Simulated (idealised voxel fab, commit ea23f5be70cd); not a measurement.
Presented below is a process module, voxel gate over fins.
FYI the section here is cut, 240 nm wide, cells are 5 nm squares.
In what follows, cross-sections appear as grids of square cells, described through bands that run from the top down, where every band is one or more rows of cells.
Within each band entry, the heights of the top and of the bottom of the band appear first, in that order and in nm; the materials of the band then follow from left to right, each with its corresponding width in nm. The designation "full width" on a single material indicates that it fills the band from edge to edge; the designation "empty" indicates empty space.
The level at which height equals 0 is the one under which the wafer, as it arrives, is entirely one material. No lower edge exists for the bottom band, which continues downward and is notated as in "0 down".
Read "30..40" as a graded width: first number on top, second number at the bottom, same change between each pair of neighbouring rows.
Step marked "nothing got changed"? Then no cell in the cross-section changed in it.
"Enclosed void entries" specifies each empty space that is not open to the top and that occupies no fewer than 8 cells, using the form width x height at distance, the distance measured from the left edge and all three quantities in nm.
Step line, after settings: the simulator's comment on this step.
The setting "overlay nm" may be written on the line of a step. When the step uses a mask, the value reports how far to the right of the planned place the mask lay, and a negative value reports that it lay to the left.

The following list gives the planned process steps:
1,RECEIVE with material Si
2,CONFORMAL_DEP with material SiN, thk nm 5
3,DIRECTIONAL_DEP with material aC, thk nm 10
4,PATTERN with tone cover, mask id FINS, material resist, width nm 15, pitch nm 40, thk nm 30, overlay nm -15
5,DIRECTIONAL_ETCH with etch materials aC, depth nm 10
6,STRIP with etch materials resist
7,DIRECTIONAL_ETCH with etch materials SiN, depth nm 5
8,DIRECTIONAL_ETCH with etch materials Si, depth nm 40
9,STRIP with etch materials aC
10,OXIDIZE with depth nm 5
11,FILL_DEP with material SiO2, thk nm 5
12,CMP with height nm 5
13,SELECTIVE_ETCH with etch materials SiO2, depth nm 15
14,STRIP with etch materials SiN
15,CONFORMAL_DEP with material HfO2, thk nm 5
16,CONFORMAL_DEP with material TiN, thk nm 5
17,FILL_DEP with material W, thk nm 15
18,CMP with height nm 20
19,CONFORMAL_DEP with material SiN, thk nm 10
All wafers enter the flow in the same state. The overlay nm at step 4 differs from wafer to wafer, and the plan gives the value for the first wafer.

Cross-section: the first of several wafers in its as-received state, i.e. following step 1:
	0 down: Si full width
	Enclosed void entries: none

Note: the following table is arranged by wafer, a row apiece. Each row reports the end-of-module state: per material, cells gained (+) or cells lost (-) compared with the wafer as received; closed voids follow:
overlay nm -15 | +60 HfO2 | -405 Si | +96 SiN | +315 SiO2 | +60 TiN | +162 W | Enclosed void entries: none
overlay nm -10 | +60 HfO2 | -405 Si | +96 SiN | +315 SiO2 | +60 TiN | +162 W | Enclosed void entries: none
overlay nm -5 | +60 HfO2 | -405 Si | +96 SiN | +315 SiO2 | +60 TiN | +162 W | Enclosed void entries: none
overlay nm 0 | +60 HfO2 | -405 Si | +96 SiN | +315 SiO2 | +60 TiN | +162 W | Enclosed void entries: none
overlay nm 5 | +60 HfO2 | -405 Si | +96 SiN | +315 SiO2 | +60 TiN | +162 W | Enclosed void entries: none
overlay nm 10 | +60 HfO2 | -405 Si | +96 SiN | +315 SiO2 | +60 TiN | +162 W | Enclosed void entries: none
overlay nm 15 | +60 HfO2 | -405 Si | +96 SiN | +315 SiO2 | +60 TiN | +162 W | Enclosed void entries: none
